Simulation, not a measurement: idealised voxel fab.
process module | voxel tone inversion
cross-section cut | 265 nm wide | cells 5 nm
A cross-section is a grid of square cells, given in bands from the top down. A band is one or more rows of cells.
Each band's line starts with the height of the band's top and of its bottom, in nm. Then come its materials from left to right, each with its width in nm. One material with "throughout" fills the band from edge to edge. "air" is empty space.
Height 0 is the level under which the wafer as received is all one material. The lowest band goes on downwards, as in "0 down".
A width such as "30 to 40" changes by the same amount from each row of cells to the next, from the band's top row to its bottom row.
"no change" after a step means that no cell of the cross-section changed.
closed voids: empty space of 8 cells or more with no open way to the top, each as width x height at its distance from the left edge, in nm
after a step's settings: what the simulator itself notes on the step
overlay nm, on a step with a mask: how far to the right of its planned place the mask lay; to the left if negative
plan
1 op RECEIVE | material Si
2 op CONFORMAL_DEP | material SiCN | thk nm 10
3 op DIRECTIONAL_DEP | material polySi | thk nm 25
4 op PATTERN | tone cover | mask id POSTS | material resist | width nm 25 | pitch nm 40 | thk nm 35 | overlay nm 0
5 op DIRECTIONAL_ETCH | etch materials polySi | depth nm 25
6 op STRIP | etch materials resist
7 op FILL_DEP | material SiO2 | thk nm 10
8 op CMP | height nm 35
9 op STRIP | etch materials polySi
as received, after step 1
  0 down: Si throughout
  closed voids: none
a wafer at the end: this start, this plan, one mistake
  35 to 10: SiO2 85 | air 25 | SiO2 15 | air 25 | SiO2 15 | air 25 | SiO2 75
  10 to 0: SiCN throughout
  0 down: Si throughout
  closed voids: none
what went wrong: step 4 ran as: op PATTERN | tone cover | mask id POSTS | material resist | width nm 25 | pitch nm 40 | thk nm 35 | overlay nm 5
